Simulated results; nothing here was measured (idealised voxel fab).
The process module that follows is named voxel capacitor over wiring.
220 nm wide, 5 nm square cells: that's cross-section cut.
Cross-section format: a grid of square cells, given as bands from top to bottom; each band is one or more rows of cells.
In this notation a band is specified by the heights of its top and bottom, in that order and in nm, after which its materials appear from left to right, each paired with its width in nm. The word "everywhere" attached to a single material means that material fills the band from edge to edge; the word "empty" stands for empty space.
Heights are reckoned from 0. Under this level, the received wafer is all of one material. The bottommost band is open-ended downward, for example "from 0 down".
Per-row width for "30..40": begins at first number (top row of band), ends at second number (bottom row), increment between rows held constant.
It should be understood that the words "no change occurred", when stated for a given step, signify that the cross-section underwent no change in any of its cells during that step.
"Trapped cavities": sealed empty spaces, 8 cells or more, no open way to top, listed width x height at distance, with distance from the left edge and width, height and distance in nm.
On a step's line, text after the settings is the simulator commenting on that step.
On any step carrying a mask, the "overlay nm" setting, if present on the step's line, tells how far right of its planned place the mask lay; negative values point to the left.

Process steps - plan:
1. RECEIVE | material Si
2. CONFORMAL_DEP | material SiO2 | thk nm 10
3. CONFORMAL_DEP | material SiN | thk nm 5
4. DIRECTIONAL_DEP | material SiO2 | thk nm 15
5. PATTERN | tone open | mask id METAL_1 | material resist | width nm 15 | pitch nm 90 | thk nm 20 | overlay nm 0
6. DIRECTIONAL_ETCH | etch materials SiO2 | depth nm 15
7. DIRECTIONAL_ETCH | etch materials SiN | depth nm 5
8. STRIP | etch materials resist
9. CONFORMAL_DEP | material TiN | thk nm 5
10. FILL_DEP | material Ru | thk nm 5
11. CMP | height nm 30
12. EPI | material Ru | thk nm 5
13. FILL_DEP | material SiCN | thk nm 5
14. DIRECTIONAL_DEP | material lowk | thk nm 20
15. MASKED_ETCH | tone open | mask id PLUG_1 | width nm 15 | etch materials lowk | depth nm 20 | overlay nm 0
16. MASKED_ETCH | tone open | mask id PLUG_1 | width nm 15 | etch materials SiCN | depth nm 5 | overlay nm 0
17. CONFORMAL_DEP | material TiN | thk nm 5
18. FILL_DEP | material Cu | thk nm 10
19. CMP | height nm 60
20. DIRECTIONAL_DEP | material TiN | thk nm 10
21. DIRECTIONAL_DEP | material SiN | thk nm 5
22. DIRECTIONAL_DEP | material TiN | thk nm 5
23. PATTERN | tone cover | mask id UPPER_PLATE | material resist | width nm 75 | thk nm 15 | overlay nm 0
24. DIRECTIONAL_ETCH | etch materials TiN | depth nm 5
25. DIRECTIONAL_ETCH | etch materials SiN | depth nm 5
26. STRIP | etch materials resist
27. DIRECTIONAL_DEP | material aC | thk nm 10
28. PATTERN | tone cover | mask id LOWER_PLATE | material resist | width nm 85 | thk nm 25 | overlay nm 0
29. DIRECTIONAL_ETCH | etch materials aC | depth nm 10
30. STRIP | etch materials resist
31. DIRECTIONAL_ETCH | etch materials TiN | depth nm 10
32. STRIP | etch materials aC
33. FILL_DEP | material SiO2 | thk nm 20
34. CMP | height nm 95
35. PATTERN | tone open | mask id PLUG_2 | material resist | width nm 15 | thk nm 15 | overlay nm 0
36. DIRECTIONAL_ETCH | etch materials SiO2 | depth nm 15
37. STRIP | etch materials resist
38. CONFORMAL_DEP | material TiN | thk nm 5
39. FILL_DEP | material Cu | thk nm 10
40. CMP | height nm 95
41. CONFORMAL_DEP | material SiN | thk nm 5
The wafers in this document start out alike and differ in the width nm applied at step 5; the plan shows the value used for the first wafer.

Received condition of the first of several wafers, sectioned: post-step 1:
	from 0 down  Si everywhere
	Trapped cavities: none

Gained (+) or lost (-) cells of each material since receipt, then closed voids: one row per wafer, at the end of the module:
width nm 15; +6 Cu; +16 Ru; +75 SiCN; +97 SiN; +437 SiO2; +85 TiN; +164 lowk; Trapped cavities: none
width nm 20; +6 Cu; +24 Ru; +73 SiCN; +95 SiN; +431 SiO2; +87 TiN; +164 lowk; Trapped cavities: none
width nm 25; +6 Cu; +32 Ru; +71 SiCN; +93 SiN; +425 SiO2; +89 TiN; +164 lowk; Trapped cavities: none
width nm 30; +6 Cu; +40 Ru; +69 SiCN; +91 SiN; +419 SiO2; +91 TiN; +164 lowk; Trapped cavities: none
width nm 35; +6 Cu; +48 Ru; +67 SiCN; +89 SiN; +413 SiO2; +93 TiN; +164 lowk; Trapped cavities: none
